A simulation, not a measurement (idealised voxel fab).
The process module that follows is named voxel spacer lines.
Displayed cross-section: cut, width of 270 nm, square cells sized 5 nm.
For the purposes of this document, a cross-section shall be understood as a grid of square cells, specified as bands listed in top-to-bottom order, each band consisting of one or more rows of cells. Read a band's entry like this: the first values are the height of its top and the height of its bottom in nm, and what follows is the sequence of materials from left to right, each with its width in nm. Note that "air" is empty space, and that a single material marked "all across" reaches across the band from edge to edge. Where do heights start? At 0: under that level the wafer as delivered is made of one material only. And the lowest band has no floor; it just carries on downward, as in "0 -> down". A two-number width, for instance "30..40", indicates that the width is equal to the first number in the top row of the band and to the second number in the bottom row, and that it changes by a constant amount per row of cells. "nothing changed" after a step means that no cell of the cross-section changed. Entry "Sealed void listing". Content: empty spaces with no open connection to the top, size 8 cells or greater. Each: width x height at distance. Distance: from left edge. Unit: nm. Step line, after settings: the simulator's comment on this step. overlay nm: for a step with a mask, the amount by which the mask lay right of where it was planned; a negative amount means left of it.
## Below is the list of planned process steps
1,RECEIVE with material Si
2,CONFORMAL_DEP with material SiO2, thk nm 10
3,DIRECTIONAL_DEP with material W, thk nm 15
4,DIRECTIONAL_DEP with material polySi, thk nm 30
5,PATTERN with tone cover, mask id MANDREL, material resist, width nm 25, pitch nm 80, thk nm 40, overlay nm 0
6,DIRECTIONAL_ETCH with etch materials polySi, depth nm 30
7,STRIP with etch materials resist
8,CONFORMAL_DEP with material SiN, thk nm 15
9,DIRECTIONAL_ETCH with etch materials SiN, depth nm 5
10,STRIP with etch materials polySi
11,DIRECTIONAL_ETCH with etch materials W, depth nm 15
12,STRIP with etch materials SiN
13,FILL_DEP with material SiO2, thk nm 10
14,CMP with height nm 25
For clarity, it should be stated that the wafers under discussion commence in an identical condition and differ with respect to the depth nm of step 9, the plan indicating the value that the first wafer had.
## Incoming state of the first of several wafers in cross-section: after step 1
	0 -> down  Si all across
	Sealed void listing: none
## The figure below presents a cross-section of the first of several wafers at the conclusion of the module, following its last step, step 14
	25 -> 10  W all across
	10 -> 0  SiO2 all across
	0 -> down  Si all across
	Sealed void listing: none
## Last wafer x-sec, end of module
	25 -> 10  SiO2=65  W=15  SiO2=25  W=15  SiO2=25  W=15  SiO2=25  W=15  SiO2=70
	10 -> 0  SiO2 all across
	0 -> down  Si all across
	Sealed void listing: none
## Note: the following table is arranged by wafer, a row apiece. Each row reports the end-of-module state: per material, cells gained (+) or cells lost (-) compared with the wafer as received; closed voids follow
depth nm 5, +108 SiO2, +162 W, Sealed void listing: none
depth nm 10, +108 SiO2, +162 W, Sealed void listing: none
depth nm 15, +234 SiO2, +36 W, Sealed void listing: none
depth nm 20, +234 SiO2, +36 W, Sealed void listing: none
depth nm 25, +234 SiO2, +36 W, Sealed void listing: none
depth nm 30, +234 SiO2, +36 W, Sealed void listing: none
